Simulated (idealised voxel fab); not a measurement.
Module name: voxel trench capacitor (process module)
Section cut is 255 nm wide and gridded with 5 nm square cells.
Cross-section layout: square cells on a grid; listed as bands, top to bottom; a band spans one or more cell rows. Heads up on the band format: heights come first, top then bottom, in nm. After that it's the materials left to right, each with its width in nm. A single material flagged "everywhere" fills the whole band edge to edge, and "empty" means there's empty space there. For the purposes of this specification, 0 denotes the height below which the wafer in its as-received condition is composed wholly of one material, and the lowermost band, lacking a lower limit, extends downward without end, as expressed in "z 0 and below". A width such as "30..40" changes by the same amount from each row of cells to the next, from the band's top row to its bottom row. Step note "left unchanged" = no cross-section cell changed. Empty spaces without an open route to the top, at least 8 cells in extent, make up the entry "Enclosed void entries"; each is given as width x height at distance, where the distance is measured from the left edge, and all are in nm. Whatever follows a step's settings on its line is a remark the simulator itself makes about that step. overlay nm: where the mask lay relative to plan, measured to the right, on steps with a mask; negatives go left.
# Process steps - plan
1) RECEIVE,material Si
2) CONFORMAL_DEP,material SiN,thk nm 5
3) PATTERN,tone open,mask id TRENCH,material resist,width nm 25,pitch nm 50,thk nm 20,overlay nm 0
4) DIRECTIONAL_ETCH,etch materials SiN,depth nm 5
5) DIRECTIONAL_ETCH,etch materials Si,depth nm 30
6) STRIP,etch materials resist
7) CONFORMAL_DEP,material HfO2,thk nm 5
8) CONFORMAL_DEP,material TiN,thk nm 5
9) FILL_DEP,material W,thk nm 10
10) CMP,height nm 5
# The cross-section here shows the wafer as received, i.e. in its state after step 1
* z 0 and below  Si everywhere
* Enclosed void entries: none
# Cross-sectional view of the first of the two wafers upon completion of the module, processed in accordance with the plan
* z 5 to 0  65 nm SiN; 5 nm HfO2; 5 nm TiN; 5 nm W; 5 nm TiN; 5 nm HfO2; 25 nm SiN; 5 nm HfO2; 5 nm TiN; 5 nm W; 5 nm TiN; 5 nm HfO2; 25 nm SiN; 5 nm HfO2; 5 nm TiN; 5 nm W; 5 nm TiN; 5 nm HfO2; 65 nm SiN
* z 0 to -20  65 nm Si; 5 nm HfO2; 5 nm TiN; 5 nm W; 5 nm TiN; 5 nm HfO2; 25 nm Si; 5 nm HfO2; 5 nm TiN; 5 nm W; 5 nm TiN; 5 nm HfO2; 25 nm Si; 5 nm HfO2; 5 nm TiN; 5 nm W; 5 nm TiN; 5 nm HfO2; 65 nm Si
* z -20 to -25  65 nm Si; 5 nm HfO2; 15 nm TiN; 5 nm HfO2; 25 nm Si; 5 nm HfO2; 15 nm TiN; 5 nm HfO2; 25 nm Si; 5 nm HfO2; 15 nm TiN; 5 nm HfO2; 65 nm Si
* z -25 to -30  65 nm Si; 25 nm HfO2; 25 nm Si; 25 nm HfO2; 25 nm Si; 25 nm HfO2; 65 nm Si
* z -30 and below  Si everywhere
* Enclosed void entries: none
# So this is wafer number two of the two, cut at the end of the module - it started where the first did and had the same plan, we just got one thing wrong running it
* z 5 to 0  55 nm W; 5 nm TiN; 5 nm HfO2; 25 nm SiN; 5 nm HfO2; 5 nm TiN; 5 nm W; 5 nm TiN; 5 nm HfO2; 25 nm SiN; 5 nm HfO2; 5 nm TiN; 5 nm W; 5 nm TiN; 5 nm HfO2; 25 nm SiN; 5 nm HfO2; 5 nm TiN; 55 nm W
* z 0 to -20  55 nm W; 5 nm TiN; 5 nm HfO2; 25 nm Si; 5 nm HfO2; 5 nm TiN; 5 nm W; 5 nm TiN; 5 nm HfO2; 25 nm Si; 5 nm HfO2; 5 nm TiN; 5 nm W; 5 nm TiN; 5 nm HfO2; 25 nm Si; 5 nm HfO2; 5 nm TiN; 55 nm W
* z -20 to -25  60 nm TiN; 5 nm HfO2; 25 nm Si; 5 nm HfO2; 15 nm TiN; 5 nm HfO2; 25 nm Si; 5 nm HfO2; 15 nm TiN; 5 nm HfO2; 25 nm Si; 5 nm HfO2; 60 nm TiN
* z -25 to -30  65 nm HfO2; 25 nm Si; 25 nm HfO2; 25 nm Si; 25 nm HfO2; 25 nm Si; 65 nm HfO2
* z -30 and below  Si everywhere
* Enclosed void entries: none
Heads up, the wafer didn't run the way we planned it: the process deviated at step 3: the operation and settings actually run there were PATTERN,tone cover,mask id TRENCH,material resist,width nm 25,pitch nm 50,thk nm 20,overlay nm 0
Final cells, second wafer relative to first, materials higher or lower: HfO2 +21; Si -126; SiN -21; TiN +21; W +105
